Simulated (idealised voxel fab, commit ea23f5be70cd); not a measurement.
The following is a process module called voxel quadruple lines.
275 nm wide, 5 nm square cells: that's cross-section cut.
If you're reading a cross-section in this doc, picture square cells in a grid; it comes to you as bands, top ones listed first down to the bottom, and a band can be one or more rows of cells. Top height, bottom height, nm. Materials left to right, width each, nm. Single material + "edge to edge" = fills band edge to edge. "empty" = empty. Measure heights from 0. That's the level where, below it, the as-received wafer is all one material. The lowest band is bottomless and extends downward; write it as in "top 0, no bottom". Width: "30 to 40" (first number = top row, second number = bottom row, same change from row to row of cells). What does "remained the same" mean for a step? It means no cell of the cross-section changed in that step. Reported under the label "Enclosed void entries" are the empty spaces having no open way to the top and comprising 8 cells or more; the notation for each is width x height at distance, in which the distance is measured from the left edge and all three values are in nm. That trailing text on a step's line, after the settings, is the simulator's own remark on the step. "overlay nm", when on a step's line for a step with a mask, measures how far to the right of its planned place the mask lay; a negative measure means to the left.
## These are the steps we planned for the process
| 1 | RECEIVE (material Si) |
| 2 | CONFORMAL_DEP (material SiO2; thk nm 10) |
| 3 | DIRECTIONAL_DEP (material Ru; thk nm 5) |
| 4 | DIRECTIONAL_DEP (material polySi; thk nm 15) |
| 5 | DIRECTIONAL_DEP (material aC; thk nm 25) |
| 6 | PATTERN (tone cover; mask id MANDREL; material resist; width nm 25; thk nm 35; overlay nm 0) |
| 7 | DIRECTIONAL_ETCH (etch materials aC; depth nm 25) |
| 8 | STRIP (etch materials resist) |
| 9 | CONFORMAL_DEP (material SiO2; thk nm 15) |
| 10 | DIRECTIONAL_ETCH (etch materials SiO2; depth nm 15) |
| 11 | STRIP (etch materials aC) |
| 12 | DIRECTIONAL_ETCH (etch materials polySi; depth nm 15) |
| 13 | STRIP (etch materials SiO2) |
| 14 | CONFORMAL_DEP (material SiCN; thk nm 5) |
| 15 | DIRECTIONAL_ETCH (etch materials SiCN; depth nm 5) |
| 16 | STRIP (etch materials polySi) |
| 17 | DIRECTIONAL_ETCH (etch materials Ru; depth nm 10) |
| 18 | STRIP (etch materials SiCN) |
The value of thk nm given for step 3 in the plan refers to the first wafer; the wafers vary in this setting and are alike at the start.
## first wafer as received, after step 1
top 0, no bottom: Si edge to edge
Enclosed void entries: none
## Basically each wafer gets a line in the table, showing it at the end of the module: material by material, the cells it gained (+) or lost (-) since we got it, then its closed voids
thk nm 5, +4 Ru, +110 SiO2, Enclosed void entries: none
thk nm 10, +8 Ru, +110 SiO2, Enclosed void entries: none
thk nm 15, +63 Ru, +110 SiO2, Enclosed void entries: none
thk nm 20, +118 Ru, +110 SiO2, Enclosed void entries: none
thk nm 25, +173 Ru, +110 SiO2, Enclosed void entries: none
